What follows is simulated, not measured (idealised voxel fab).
The process module presented herein is designated voxel self aligned vias.
Section cut is 270 nm wide and gridded with 5 nm square cells.
A cross-section is a grid of square cells, given in bands from the top down. A band is one or more rows of cells. Band entry format. Leading values: height of top, height of bottom, nm. Remainder: materials in left-to-right order, each with its width in nm. Special words: "everywhere" on a single material, which then fills the band edge to edge; "blank", empty space. We count height from 0. Below that, the starting wafer is all one material. The lowest band never ends at the bottom but goes on down; see "0 and below" for how that is written. Width: "30..40" (first number = top row, second number = bottom row, same change from row to row of cells). "nothing altered" (step): cross-section cells unchanged, all of them. So "Enclosed internal cavities" is basically the list of trapped voids: any empty space of 8 cells or more that can't reach the top through an opening. They're written width x height at distance, the distance being from the left edge, and it's all nm. What comes after the settings on a step's line is commentary from the simulator itself on that step. The optional step-line setting "overlay nm" applies to steps with a mask and quantifies how far to the right of its planned location the mask lay, a negative value indicating leftward placement.
Process steps - plan:
- 1: RECEIVE, material Si
- 2: CONFORMAL_DEP, material SiO2, thk nm 15
- 3: CONFORMAL_DEP, material SiCN, thk nm 5
- 4: DIRECTIONAL_DEP, material lowk, thk nm 30
- 5: MASKED_ETCH, tone open, mask id LINES, width nm 25, pitch nm 75, etch materials lowk, depth nm 30, overlay nm 0
- 6: CONFORMAL_DEP, material TiN, thk nm 5
- 7: FILL_DEP, material W, thk nm 10
- 8: CMP, height nm 50
- 9: SELECTIVE_ETCH, etch materials W Ru TiN, depth nm 5
- 10: FILL_DEP, material SiN, thk nm 5
- 11: CMP, height nm 50
- 12: DIRECTIONAL_DEP, material lowk, thk nm 15
- 13: MASKED_ETCH, tone open, mask id VIAS, width nm 45, pitch nm 75, etch materials lowk, depth nm 5, overlay nm 0
- 14: MASKED_ETCH, tone open, mask id VIAS, width nm 45, pitch nm 75, etch materials SiN, depth nm 5, overlay nm 0
- 15: CONFORMAL_DEP, material TiN, thk nm 5
- 16: FILL_DEP, material Cu, thk nm 10
- 17: CMP, height nm 65
- 18: CONFORMAL_DEP, material SiN, thk nm 5
Heads up: all these wafers start the same, and what changes between them is the depth nm in step 13. The value you see in the plan is just what the first wafer got.
Step 1 complete: as-received cross-section of the first of several wafers:
- 0 and below  Si everywhere
- Enclosed internal cavities: none
First of several wafers: cross-section at the end of the module, after step 18, its last step:
- 70 down to 65  SiN everywhere
- 65 down to 60  lowk: 35  TiN: 45  lowk: 30  TiN: 45  lowk: 30  TiN: 45  lowk: 40
- 60 down to 50  lowk everywhere
- 50 down to 45  lowk: 45  SiN: 25  lowk: 50  SiN: 25  lowk: 50  SiN: 25  lowk: 50
- 45 down to 25  lowk: 45  TiN: 5  W: 15  TiN: 5  lowk: 50  TiN: 5  W: 15  TiN: 5  lowk: 50  TiN: 5  W: 15  TiN: 5  lowk: 50
- 25 down to 20  lowk: 45  TiN: 25  lowk: 50  TiN: 25  lowk: 50  TiN: 25  lowk: 50
- 20 down to 15  SiCN everywhere
- 15 down to 0  SiO2 everywhere
- 0 and below  Si everywhere
- Enclosed internal cavities: none
The module's end: a cross-section of the last wafer:
- 70 down to 65  SiN everywhere
- 65 down to 50  lowk: 35  TiN: 5  Cu: 35  TiN: 5  lowk: 30  TiN: 5  Cu: 35  TiN: 5  lowk: 30  TiN: 5  Cu: 35  TiN: 5  lowk: 40
- 50 down to 45  lowk: 35  TiN: 45  lowk: 30  TiN: 45  lowk: 30  TiN: 45  lowk: 40
- 45 down to 35  lowk: 35  TiN: 15  W: 15  TiN: 15  lowk: 30  TiN: 15  W: 15  TiN: 15  lowk: 30  TiN: 15  W: 15  TiN: 15  lowk: 40
- 35 down to 25  lowk: 45  TiN: 5  W: 15  TiN: 5  lowk: 50  TiN: 5  W: 15  TiN: 5  lowk: 50  TiN: 5  W: 15  TiN: 5  lowk: 50
- 25 down to 20  lowk: 45  TiN: 25  lowk: 50  TiN: 25  lowk: 50  TiN: 25  lowk: 50
- 20 down to 15  SiCN everywhere
- 15 down to 0  SiO2 everywhere
- 0 and below  Si everywhere
- Enclosed internal cavities: none
Basically each wafer gets a line in the table, showing it at the end of the module: material by material, the cells it gained (+) or lost (-) since we got it, then its closed voids:
depth nm 5; +54 SiCN; +69 SiN; +162 SiO2; +66 TiN; +36 W; +369 lowk; Enclosed internal cavities: none
depth nm 10; +21 Cu; +54 SiCN; +69 SiN; +162 SiO2; +72 TiN; +36 W; +342 lowk; Enclosed internal cavities: none
depth nm 15; +51 Cu; +54 SiCN; +54 SiN; +162 SiO2; +84 TiN; +36 W; +315 lowk; Enclosed internal cavities: none
depth nm 20; +63 Cu; +54 SiCN; +54 SiN; +162 SiO2; +84 TiN; +36 W; +303 lowk; Enclosed internal cavities: none
depth nm 25; +63 Cu; +54 SiCN; +54 SiN; +162 SiO2; +96 TiN; +36 W; +291 lowk; Enclosed internal cavities: none
depth nm 30; +63 Cu; +54 SiCN; +54 SiN; +162 SiO2; +108 TiN; +36 W; +279 lowk; Enclosed internal cavities: none
